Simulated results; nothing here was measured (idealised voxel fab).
The document below concerns the process module designated voxel gate over fins.
cross-section cut | 295 nm wide | cells 5 nm
We lay out every cross-section as a grid of square cells and spell it out in bands from the top down, where one band means one or more rows of cells. Heads up on the band format: heights come first, top then bottom, in nm. After that it's the materials left to right, each with its width in nm. A single material flagged "full width" fills the whole band edge to edge, and "empty" means there's empty space there. Measure heights from 0. That's the level where, below it, the as-received wafer is all one material. The lowest band is bottomless and extends downward; write it as in "0 and below". It should be noted that a width expressed as "30..40" varies in equal increments from row to row of cells within the band, taking the value of the first number at the top row and that of the second number at the bottom row. "all unchanged" for a step: no cell of the cross-section changed in that step. You'll see "Unvented cavities" listing empty spaces that have no way open to the top, as long as they're 8 cells or more; the notation is width x height at distance, where the distance is from the left edge, and all of it is in nm. It should be noted that, on the line of a given step, the content following the step's settings is a remark produced by the simulator itself with respect to that step. "overlay nm" denotes, for a step that has a mask, the displacement of the mask to the right of its planned place, with negative values corresponding to the left.
### Steps planned for the process
| 1 | RECEIVE with material Si |
| 2 | CONFORMAL_DEP with material SiN, thk nm 10 |
| 3 | DIRECTIONAL_DEP with material aC, thk nm 15 |
| 4 | PATTERN with tone cover, mask id FINS, material resist, width nm 15, pitch nm 35, thk nm 35, overlay nm -15 |
| 5 | DIRECTIONAL_ETCH with etch materials aC, depth nm 15 |
| 6 | STRIP with etch materials resist |
| 7 | DIRECTIONAL_ETCH with etch materials SiN, depth nm 10 |
| 8 | DIRECTIONAL_ETCH with etch materials Si, depth nm 40 |
| 9 | STRIP with etch materials aC |
| 10 | FILL_DEP with material SiO2, thk nm 10 |
| 11 | CMP with height nm 10 |
| 12 | SELECTIVE_ETCH with etch materials SiO2, depth nm 20 |
| 13 | STRIP with etch materials SiN |
| 14 | CONFORMAL_DEP with material HfO2, thk nm 5 |
| 15 | CONFORMAL_DEP with material TiN, thk nm 5 |
| 16 | CONFORMAL_DEP with material TiAl, thk nm 5 |
| 17 | CONFORMAL_DEP with material TiN, thk nm 5 |
| 18 | FILL_DEP with material W, thk nm 15 |
| 19 | CMP with height nm 30 |
| 20 | CONFORMAL_DEP with material SiCN, thk nm 5 |
Don't read the plan's overlay nm for step 4 as applying to every wafer: that's the first wafer's value, and the wafers differ in it, though they all start identical.
### As-received state after step 1, first of several wafers, cross-section
	0 and below  Si full width
	Unvented cavities: none
### Row per wafer, end-of-module: cell gain (+)/loss (-) by material since the wafer came in, then closed voids
overlay nm -15; +67 HfO2; -424 Si; +59 SiCN; +318 SiO2; +63 TiAl; +130 TiN; +200 W; Unvented cavities: none
overlay nm -10; +67 HfO2; -424 Si; +59 SiCN; +318 SiO2; +63 TiAl; +130 TiN; +200 W; Unvented cavities: none
overlay nm -5; +67 HfO2; -424 Si; +59 SiCN; +318 SiO2; +63 TiAl; +130 TiN; +200 W; Unvented cavities: none
overlay nm 0; +67 HfO2; -424 Si; +59 SiCN; +318 SiO2; +63 TiAl; +130 TiN; +200 W; Unvented cavities: none
overlay nm 5; +67 HfO2; -424 Si; +59 SiCN; +318 SiO2; +63 TiAl; +130 TiN; +200 W; Unvented cavities: none
overlay nm 10; +67 HfO2; -424 Si; +59 SiCN; +318 SiO2; +63 TiAl; +130 TiN; +200 W; Unvented cavities: none
overlay nm 15; +67 HfO2; -424 Si; +59 SiCN; +318 SiO2; +63 TiAl; +130 TiN; +200 W; Unvented cavities: none
